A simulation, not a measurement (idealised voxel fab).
voxel capacitor over wiring: a process module
Xsec cut, 140 nm wide, square cell size 5 nm.
If you're reading a cross-section in this doc, picture square cells in a grid; it comes to you as bands, top ones listed first down to the bottom, and a band can be one or more rows of cells.
This entry defines a band. It first specifies the height of the band's top and the height of its bottom in nm, and then specifies the band's materials from left to right, stating each material with its width in nm. The word "edge to edge" identifies a single material that fills the band from edge to edge, while the word "blank" identifies empty space.
Basically, 0 is our baseline, since under it the wafer straight out of the box is all one material. The bottom band has no lower end and keeps on going down, so it looks like "from 0 down".
A width given as "30 to 40" starts at the first number in the band's top row and ends at the second number in its bottom row, shifting by an equal amount at every step from row to row.
When a step is marked "no modifications", none of the cells in the cross-section changed during that step.
For the entry "Closed void catalog", the listed items are empty spaces with no open way to the top whose size is 8 cells or more; each item follows the pattern width x height at distance, where distance is from the left edge and all three are in nm.
It should be noted that, on the line of a given step, the content following the step's settings is a remark produced by the simulator itself with respect to that step.
What "overlay nm" on a step's line means: if the step has a mask, that mask lay this far to the right of its planned place, or, when the value is negative, to the left.
Read each pair as before and after one process step. The after cross-section shows only down to the lowest band that changed. The step between them and its settings are given below the pair. Pairs can come from different runs of this module on the same starting wafer. A pair continues from the pair above only where its "Status before step" entry says so.
### Status before step
  from 80 to 70 | 35 of SiO2, then 15 of blank, then 90 of SiO2
  from 70 to 65 | 25 of SiO2, then 65 of TiN, then 50 of SiO2
  from 65 to 60 | 25 of SiO2, then 65 of SiN, then 50 of SiO2
  from 60 to 50 | 20 of SiO2, then 75 of TiN, then 45 of SiO2
  from 50 to 35 | 25 of lowk, then 15 of Ru, then 100 of lowk
  from 35 to 30 | 25 of SiCN, then 15 of Ru, then 100 of SiCN
  from 30 to 20 | 15 of SiO2, then 5 of SiCN, then 20 of Ru, then 5 of SiCN, then 50 of SiO2, then 5 of SiCN, then 20 of Ru, then 5 of SiCN, then 15 of SiO2
  from 20 to 15 | 20 of SiCN, then 20 of Ru, then 60 of SiCN, then 20 of Ru, then 20 of SiCN
  from 15 to 10 | W edge to edge
  from 10 to 0 | SiO2 edge to edge
  from 0 down | Si edge to edge
  Closed void catalog: none
### State After Step
  from 85 to 80 | 40 of TiN, then 5 of blank, then 95 of TiN
  from 80 to 75 | 35 of SiO2, then 5 of TiN, then 5 of blank, then 5 of TiN, then 90 of SiO2
  from 75 to 65 | 35 to 25 of SiO2, then 15 to 65 of TiN, then 90 to 50 of SiO2
  At heights below 65, the structure remains unaltered.
  Closed void catalog: none
Which step turns the before cross-section above into the after cross-section? CONFORMAL_DEP, material TiN, thk nm 5
Status before step: check the pair just above; its after cross-section is our before state.
### State After Step
  from 90 to 85 | W edge to edge
  from 85 to 80 | 40 of TiN, then 5 of W, then 95 of TiN
  from 80 to 75 | 35 of SiO2, then 5 of TiN, then 5 of W, then 5 of TiN, then 90 of SiO2
  At heights below 75, the structure remains unaltered.
  Closed void catalog: none
Which step turns the before cross-section above into the after cross-section? FILL_DEP, material W, thk nm 5
Status before step: check the pair just above; its after cross-section is our before state.
### State After Step
  from 80 to 75 | 35 of SiO2, then 5 of TiN, then 5 of W, then 5 of TiN, then 90 of SiO2
  At heights below 75, the structure remains unaltered.
  Closed void catalog: none
Which step turns the before cross-section above into the after cross-section? CMP, height nm 80
Status before step: check the pair just above; its after cross-section is our before state.
### State After Step
  from 85 to 80 | SiN edge to edge
  At heights below 80, the structure remains unaltered.
  Closed void catalog: none
Which step turns the before cross-section above into the after cross-section? CONFORMAL_DEP, material SiN, thk nm 5
### Status before step
  from 50 to 35 | lowk edge to edge
  from 35 to 30 | SiCN edge to edge
  from 30 to 15 | 15 of SiO2, then 5 of SiCN, then 20 of Ru, then 5 of SiCN, then 50 of SiO2, then 5 of SiCN, then 20 of Ru, then 5 of SiCN, then 15 of SiO2
  from 15 to 10 | 20 of SiCN, then 20 of TiN, then 60 of SiCN, then 20 of TiN, then 20 of SiCN
  from 10 to 0 | SiO2 edge to edge
  from 0 down | Si edge to edge
  Closed void catalog: none
### State After Step
  from 50 to 35 | 25 of blank, then 15 of lowk, then 100 of blank
  At heights below 35, the structure remains unaltered.
  Closed void catalog: none
Which step turns the before cross-section above into the after cross-section? MASKED_ETCH, tone cover, mask id PLUG_1, width nm 15, etch materials lowk, depth nm 15, overlay nm 0
Status before step: check the pair just above; its after cross-section is our before state.
### State After Step
  from 60 to 50 | 25 of blank, then 15 of TiN, then 100 of blank
  from 50 to 45 | 25 of blank, then 15 of lowk, then 100 of blank
  from 45 to 35 | 25 of TiN, then 15 of lowk, then 100 of TiN
  At heights below 35, the structure remains unaltered.
  Closed void catalog: none
Which step turns the before cross-section above into the after cross-section? DIRECTIONAL_DEP, material TiN, thk nm 10
Status before step: check the pair just above; its after cross-section is our before state.
### State After Step
  from 65 to 60 | 25 of blank, then 15 of SiN, then 100 of blank
  from 60 to 50 | 25 of blank, then 15 of TiN, then 100 of blank
  from 50 to 45 | 25 of SiN, then 15 of lowk, then 100 of SiN
  At heights below 45, the structure remains unaltered.
  Closed void catalog: none
Which step turns the before cross-section above into the after cross-section? DIRECTIONAL_DEP, material SiN, thk nm 5
Status before step: check the pair just above; its after cross-section is our before state.
### State After Step
  from 70 to 65 | 25 of blank, then 15 of TiN, then 100 of blank
  from 65 to 60 | 25 of blank, then 15 of SiN, then 100 of blank
  from 60 to 55 | 25 of blank, then 15 of TiN, then 100 of blank
  from 55 to 50 | TiN edge to edge
  At heights below 50, the structure remains unaltered.
  Closed void catalog: none
Which step turns the before cross-section above into the after cross-section? DIRECTIONAL_DEP, material TiN, thk nm 5
Status before step: check the pair just above; its after cross-section is our before state.
### State After Step
  from 85 to 70 | 25 of blank, then 65 of resist, then 50 of blank
  from 70 to 65 | 25 of blank, then 15 of TiN, then 50 of resist, then 50 of blank
  from 65 to 60 | 25 of blank, then 15 of SiN, then 50 of resist, then 50 of blank
  from 60 to 55 | 25 of blank, then 15 of TiN, then 50 of resist, then 50 of blank
  At heights below 55, the structure remains unaltered.
  Closed void catalog: none
Which step turns the before cross-section above into the after cross-section? PATTERN, tone cover, mask id UPPER_PLATE, material resist, width nm 65, thk nm 15, overlay nm 0
Status before step: check the pair just above; its after cross-section is our before state.
### State After Step
  from 85 to 70 | 25 of blank, then 65 of resist, then 50 of blank
  from 70 to 65 | 25 of blank, then 15 of TiN, then 50 of resist, then 50 of blank
  from 65 to 60 | 25 of blank, then 15 of SiN, then 50 of resist, then 50 of blank
  from 60 to 55 | 25 of blank, then 15 of TiN, then 50 of resist, then 50 of blank
  from 55 to 50 | 25 of blank, then 65 of TiN, then 50 of blank
  At heights below 50, the structure remains unaltered.
  Closed void catalog: none
Which step turns the before cross-section above into the after cross-section? DIRECTIONAL_ETCH, etch materials TiN, depth nm 5
Status before step: check the pair just above; its after cross-section is our before state.
### State After Step
  from 85 to 70 | 25 of blank, then 65 of resist, then 50 of blank
  from 70 to 65 | 25 of blank, then 15 of TiN, then 50 of resist, then 50 of blank
  from 65 to 60 | 25 of blank, then 15 of SiN, then 50 of resist, then 50 of blank
  from 60 to 55 | 25 of blank, then 15 of TiN, then 50 of resist, then 50 of blank
  from 55 to 50 | 25 of blank, then 65 of TiN, then 50 of blank
  from 50 to 45 | 25 of blank, then 15 of lowk, then 50 of SiN, then 50 of blank
  At heights below 45, the structure remains unaltered.
  Closed void catalog: none
Which step turns the before cross-section above into the after cross-section? DIRECTIONAL_ETCH, etch materials SiN, depth nm 5
Status before step: check the pair just above; its after cross-section is our before state.
### State After Step
  from 70 to 65 | 25 of blank, then 15 of TiN, then 100 of blank
  from 65 to 60 | 25 of blank, then 15 of SiN, then 100 of blank
  from 60 to 50 | 25 of blank, then 15 to 65 of TiN, then 100 to 50 of blank
  At heights below 50, the structure remains unaltered.
  Closed void catalog: none
Which step turns the before cross-section above into the after cross-section? STRIP, etch materials resist
Status before step: check the pair just above; its after cross-section is our before state.
### State After Step
  from 85 to 70 | 25 of blank, then 15 of aC, then 100 of blank
  from 70 to 65 | 25 of blank, then 15 of TiN, then 50 of aC, then 50 of blank
  from 65 to 60 | 25 of blank, then 15 of SiN, then 50 of aC, then 50 of blank
  from 60 to 50 | 25 of aC, then 15 to 65 of TiN, then 100 to 50 of aC
  from 50 to 45 | 25 of aC, then 15 of lowk, then 50 of SiN, then 50 of aC
  At heights below 45, the structure remains unaltered.
  Closed void catalog: none
Which step turns the before cross-section above into the after cross-section? DIRECTIONAL_DEP, material aC, thk nm 15
Status before step: check the pair just above; its after cross-section is our before state.
### State After Step
  from 115 to 85 | 20 of blank, then 75 of resist, then 45 of blank
  from 85 to 70 | 20 of blank, then 5 of resist, then 15 of aC, then 55 of resist, then 45 of blank
  from 70 to 65 | 20 of blank, then 5 of resist, then 15 of TiN, then 50 of aC, then 5 of resist, then 45 of blank
  from 65 to 60 | 20 of blank, then 5 of resist, then 15 of SiN, then 50 of aC, then 5 of resist, then 45 of blank
  At heights below 60, the structure remains unaltered.
  Closed void catalog: none
Which step turns the before cross-section above into the after cross-section? PATTERN, tone cover, mask id LOWER_PLATE, material resist, width nm 75, thk nm 30, overlay nm 0
Status before step: check the pair just above; its after cross-section is our before state.
### State After Step
  from 100 to 85 | 20 of blank, then 75 of resist, then 45 of blank
  from 85 to 70 | 20 of blank, then 5 of resist, then 15 of aC, then 55 of resist, then 45 of blank
  from 70 to 65 | 20 of blank, then 5 of resist, then 15 of TiN, then 50 of aC, then 5 of resist, then 45 of blank
  from 65 to 60 | 20 of blank, then 5 of resist, then 15 of SiN, then 50 of aC, then 5 of resist, then 45 of blank
  from 60 to 50 | 20 of blank, then 5 of aC, then 15 to 65 of TiN, then 55 to 5 of aC, then 45 of blank
  from 50 to 45 | 20 of blank, then 5 of aC, then 15 of lowk, then 50 of SiN, then 5 of aC, then 45 of blank
  At heights below 45, the structure remains unaltered.
  Closed void catalog: none
Which step turns the before cross-section above into the after cross-section? DIRECTIONAL_ETCH, etch materials aC, depth nm 15
Status before step: check the pair just above; its after cross-section is our before state.
### State After Step
  from 85 to 70 | 25 of blank, then 15 of aC, then 100 of blank
  from 70 to 65 | 25 of blank, then 15 of TiN, then 50 of aC, then 50 of blank
  from 65 to 60 | 25 of blank, then 15 of SiN, then 50 of aC, then 50 of blank
  At heights below 60, the structure remains unaltered.
  Closed void catalog: none
Which step turns the before cross-section above into the after cross-section? STRIP, etch materials resist
Status before step: check the pair just above; its after cross-section is our before state.
### State After Step
  from 85 to 70 | 25 of blank, then 15 of aC, then 100 of blank
  from 70 to 65 | 25 of blank, then 15 of TiN, then 50 of aC, then 50 of blank
  from 65 to 60 | 25 of blank, then 15 of SiN, then 50 of aC, then 50 of blank
  from 60 to 50 | 20 of blank, then 5 of aC, then 15 to 65 of TiN, then 55 to 5 of aC, then 45 of blank
  from 50 to 45 | 20 of blank, then 5 of aC, then 15 of lowk, then 50 of SiN, then 5 of aC, then 45 of blank
  from 45 to 35 | 20 of blank, then 5 of TiN, then 15 of lowk, then 55 of TiN, then 45 of blank
  At heights below 35, the structure remains unaltered.
  Closed void catalog: none
Which step turns the before cross-section above into the after cross-section? DIRECTIONAL_ETCH, etch materials TiN, depth nm 10
Status before step: check the pair just above; its after cross-section is our before state.
### State After Step
  from 70 to 65 | 25 of blank, then 15 of TiN, then 100 of blank
  from 65 to 60 | 25 of blank, then 15 of SiN, then 100 of blank
  from 60 to 50 | 25 of blank, then 15 to 65 of TiN, then 100 to 50 of blank
  from 50 to 45 | 25 of blank, then 15 of lowk, then 50 of SiN, then 50 of blank
  At heights below 45, the structure remains unaltered.
  Closed void catalog: none
Which step turns the before cross-section above into the after cross-section? STRIP, etch materials aC
Status before step: check the pair just above; its after cross-section is our before state.
### State After Step
  from 85 to 70 | SiO2 edge to edge
  from 70 to 65 | 25 of SiO2, then 15 of TiN, then 100 of SiO2
  from 65 to 60 | 25 of SiO2, then 15 of SiN, then 100 of SiO2
  from 60 to 50 | 25 of SiO2, then 15 to 65 of TiN, then 100 to 50 of SiO2
  from 50 to 45 | 25 of SiO2, then 15 of lowk, then 50 of SiN, then 50 of SiO2
  from 45 to 35 | 20 of SiO2, then 5 of TiN, then 15 of lowk, then 55 of TiN, then 45 of SiO2
  At heights below 35, the structure remains unaltered.
  Closed void catalog: none
Which step turns the before cross-section above into the after cross-section? FILL_DEP, material SiO2, thk nm 15
Status before step: check the pair just above; its after cross-section is our before state.
### State After Step
  from 80 to 70 | SiO2 edge to edge
  At heights below 70, the structure remains unaltered.
  Closed void catalog: none
Which step turns the before cross-section above into the after cross-section? CMP, height nm 80
Status before step: check the pair just above; its after cross-section is our before state.
### State After Step
  from 95 to 80 | 35 of resist, then 15 of blank, then 90 of resist
  At heights below 80, the structure remains unaltered.
  Closed void catalog: none
Which step turns the before cross-section above into the after cross-section? PATTERN, tone open, mask id PLUG_2, material resist, width nm 15, thk nm 15, overlay nm 0
Status before step: check the pair just above; its after cross-section is our before state.
### State After Step
  from 95 to 80 | 35 of resist, then 15 of blank, then 90 of resist
  from 80 to 70 | 35 of SiO2, then 15 of blank, then 90 of SiO2
  At heights below 70, the structure remains unaltered.
  Closed void catalog: none
Which step turns the before cross-section above into the after cross-section? DIRECTIONAL_ETCH, etch materials SiO2, depth nm 10
Status before step: check the pair just above; its after cross-section is our before state.
### State After Step
  from 80 to 70 | 35 of SiO2, then 15 of blank, then 90 of SiO2
  At heights below 70, the structure remains unaltered.
  Closed void catalog: none
Which step turns the before cross-section above into the after cross-section? STRIP, etch materials resist
Status before step: check the pair just above; its after cross-section is our before state.
### State After Step
  from 85 to 80 | 40 of TiN, then 5 of blank, then 95 of TiN
  from 80 to 75 | 35 of SiO2, then 5 of TiN, then 5 of blank, then 5 of TiN, then 90 of SiO2
  from 75 to 65 | 35 to 25 of SiO2, then 15 of TiN, then 90 to 100 of SiO2
  At heights below 65, the structure remains unaltered.
  Closed void catalog: none
Which step turns the before cross-section above into the after cross-section? CONFORMAL_DEP, material TiN, thk nm 5
Status before step: check the pair just above; its after cross-section is our before state.
### State After Step
  from 90 to 85 | W edge to edge
  from 85 to 80 | 40 of TiN, then 5 of W, then 95 of TiN
  from 80 to 75 | 35 of SiO2, then 5 of TiN, then 5 of W, then 5 of TiN, then 90 of SiO2
  At heights below 75, the structure remains unaltered.
  Closed void catalog: none
Which step turns the before cross-section above into the after cross-section? FILL_DEP, material W, thk nm 5
Status before step: check the pair just above; its after cross-section is our before state.
### State After Step
  from 80 to 75 | 35 of SiO2, then 5 of TiN, then 5 of W, then 5 of TiN, then 90 of SiO2
  At heights below 75, the structure remains unaltered.
  Closed void catalog: none
Which step turns the before cross-section above into the after cross-section? CMP, height nm 80
Status before step: check the pair just above; its after cross-section is our before state.
### State After Step
  from 85 to 80 | SiN edge to edge
  At heights below 80, the structure remains unaltered.
  Closed void catalog: none
Which step turns the before cross-section above into the after cross-section? CONFORMAL_DEP, material SiN, thk nm 5
